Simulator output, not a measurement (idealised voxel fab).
The following is a process module called voxel released beams.
Cross-section cut: width 250 nm, square cells of 5 nm.
Each cross-section below is a grid of square cells, stated as bands in top-down order, with one or more rows of cells making up each band. Top, bottom (nm), then materials left to right with widths (nm); lone material tagged "throughout" fills the whole band edge to edge; "blank" = empty space. The reference from which all heights are counted is 0, the level beneath which the as-received wafer is entirely one material; the lowest band, having no lower bound, proceeds downward and is written after the example "0 and below". The two numbers in a width such as "30..40" mark its ends across the band: the first belongs to the top row of cells, the second to the bottom row, and from each row to the next the width moves by the same amount. It should be understood that the words "nothing different", when stated for a given step, signify that the cross-section underwent no change in any of its cells during that step. Unvented voids: empty space of 8 cells or more with no open way to the top, each as width x height at its distance from the left edge, in nm. It should be noted that, on the line of a given step, the content following the step's settings is a remark produced by the simulator itself with respect to that step. A step's line can hold "overlay nm"; with a mask on that step, the setting says how far right of the planned place the mask lay, while a negative setting says it lay to the left.
[Listed below are the process steps as planned]
1. RECEIVE,material Si
2. CONFORMAL_DEP,material SiN,thk nm 5
3. DIRECTIONAL_DEP,material SiO2,thk nm 10
4. PATTERN,tone open,mask id ANCHOR,material resist,width nm 25,thk nm 15,overlay nm 0
5. DIRECTIONAL_ETCH,etch materials SiO2,depth nm 10
6. STRIP,etch materials resist
7. CONFORMAL_DEP,material W,thk nm 10
8. DIRECTIONAL_DEP,material aC,thk nm 10
9. PATTERN,tone cover,mask id BEAM,material resist,width nm 70,thk nm 25,overlay nm -15
10. DIRECTIONAL_ETCH,etch materials aC,depth nm 10
11. STRIP,etch materials resist
12. DIRECTIONAL_ETCH,etch materials W,depth nm 10
13. STRIP,etch materials aC
14. STRIP,etch materials SiO2
The plan shows the overlay nm of step 9 as the first wafer had it; this setting differs between the wafers, which start out alike.
[As-received state after step 1, first of several wafers, cross-section]
* 0 and below = Si throughout
* Unvented voids: none
[The following table contains a row per wafer, in which are reported, at the conclusion of the module, the cells of each material gained (+) or lost (-) since the wafer's receipt, with its closed voids given thereafter]
overlay nm -15, +50 SiN, +36 W, Unvented voids: none
overlay nm -10, +50 SiN, +36 W, Unvented voids: none
overlay nm -5, +50 SiN, +36 W, Unvented voids: none
overlay nm 0, +50 SiN, +36 W, Unvented voids: none
overlay nm 5, +50 SiN, +36 W, Unvented voids: none
overlay nm 10, +50 SiN, +36 W, Unvented voids: none
overlay nm 15, +50 SiN, +36 W, Unvented voids: none
